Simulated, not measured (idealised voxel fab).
This section sets out a process module, namely voxel fin reveal.
Each square cell in cross-section cut measures 5 nm, and the section as a whole is 290 nm wide.
Just so we're on the same page, the cross-sections are grids of square cells, and they're listed out in bands top to bottom, each band one or more rows deep.
Heads up on the band format: heights come first, top then bottom, in nm. After that it's the materials left to right, each with its width in nm. A single material flagged "throughout" fills the whole band edge to edge, and "empty" means there's empty space there.
We count height from 0. Below that, the starting wafer is all one material. The lowest band never ends at the bottom but goes on down; see "0 nm and below" for how that is written.
The two numbers in a width such as "30..40" mark its ends across the band: the first belongs to the top row of cells, the second to the bottom row, and from each row to the next the width moves by the same amount.
A step reported as "changes: none" is a step in which no cell of the cross-section changed.
Closed-off voids of 8+ cells (no open route to the top) go in "Entrapped void list", written width x height at distance from the left edge, in nm.
Heads up: the bit after the settings on a step's line is the simulator's remark on that step.
When a step includes a mask, the "overlay nm" setting on its line states how far to the right of its planned place that mask lay, and negative values state how far to the left.
Steps in the process plan
1) RECEIVE: material Si
2) CONFORMAL_DEP: material SiN, thk nm 10
3) PATTERN: tone cover, mask id FINS, material resist, width nm 15, pitch nm 40, thk nm 15, overlay nm -15
4) DIRECTIONAL_ETCH: etch materials SiN, depth nm 10
5) DIRECTIONAL_ETCH: etch materials Si, depth nm 35
6) STRIP: etch materials resist
7) OXIDIZE: depth nm 5
8) FILL_DEP: material SiO2, thk nm 5
9) CMP: height nm 10
10) SELECTIVE_ETCH: etch materials SiO2, depth nm 25
11) STRIP: etch materials SiN
12) CONFORMAL_DEP: material HfO2, thk nm 5
The overlay nm used in step 3 is not the same on every wafer, whereas the starting condition is; the value printed in the plan is the first wafer's.
So this is the first of several wafers, cross-sectioned as it came to us, meaning it's at the end of step 1
    0 nm and below: Si throughout
    Entrapped void list: none
End of the module, past its last step, step 12: how the first of several wafers looks in cross-section
    5 nm to 0 nm: 100 empty | 15 HfO2 | 25 empty | 15 HfO2 | 135 empty
    0 nm to -10 nm: 100 empty | 5 HfO2 | 5 Si | 5 HfO2 | 25 empty | 5 HfO2 | 5 Si | 5 HfO2 | 135 empty
    -10 nm to -15 nm: 105 HfO2 | 5 Si | 35 HfO2 | 5 Si | 140 HfO2
    -15 nm to -40 nm: 105 SiO2 | 5 Si | 35 SiO2 | 5 Si | 140 SiO2
    -40 nm and below: Si throughout
    Entrapped void list: none
Here we cross-sectioned the last of the wafers once the module was done
    5 nm to 0 nm: 130 empty | 15 HfO2 | 25 empty | 15 HfO2 | 105 empty
    0 nm to -10 nm: 130 empty | 5 HfO2 | 5 Si | 5 HfO2 | 25 empty | 5 HfO2 | 5 Si | 5 HfO2 | 105 empty
    -10 nm to -15 nm: 135 HfO2 | 5 Si | 35 HfO2 | 5 Si | 110 HfO2
    -15 nm to -40 nm: 135 SiO2 | 5 Si | 35 SiO2 | 5 Si | 110 SiO2
    -40 nm and below: Si throughout
    Entrapped void list: none
Here is how to read the rows: every wafer has a row, and it shows the wafer at the end of the module, giving for each material how many cells were gained (+) or lost (-) since the wafer was received, then listing its closed voids
overlay nm -15, +70 HfO2, -448 Si, +280 SiO2, Entrapped void list: none
overlay nm -10, +70 HfO2, -448 Si, +280 SiO2, Entrapped void list: none
overlay nm -5, +70 HfO2, -448 Si, +280 SiO2, Entrapped void list: none
overlay nm 0, +70 HfO2, -448 Si, +280 SiO2, Entrapped void list: none
overlay nm 5, +70 HfO2, -448 Si, +280 SiO2, Entrapped void list: none
overlay nm 10, +70 HfO2, -448 Si, +280 SiO2, Entrapped void list: none
overlay nm 15, +70 HfO2, -448 Si, +280 SiO2, Entrapped void list: none
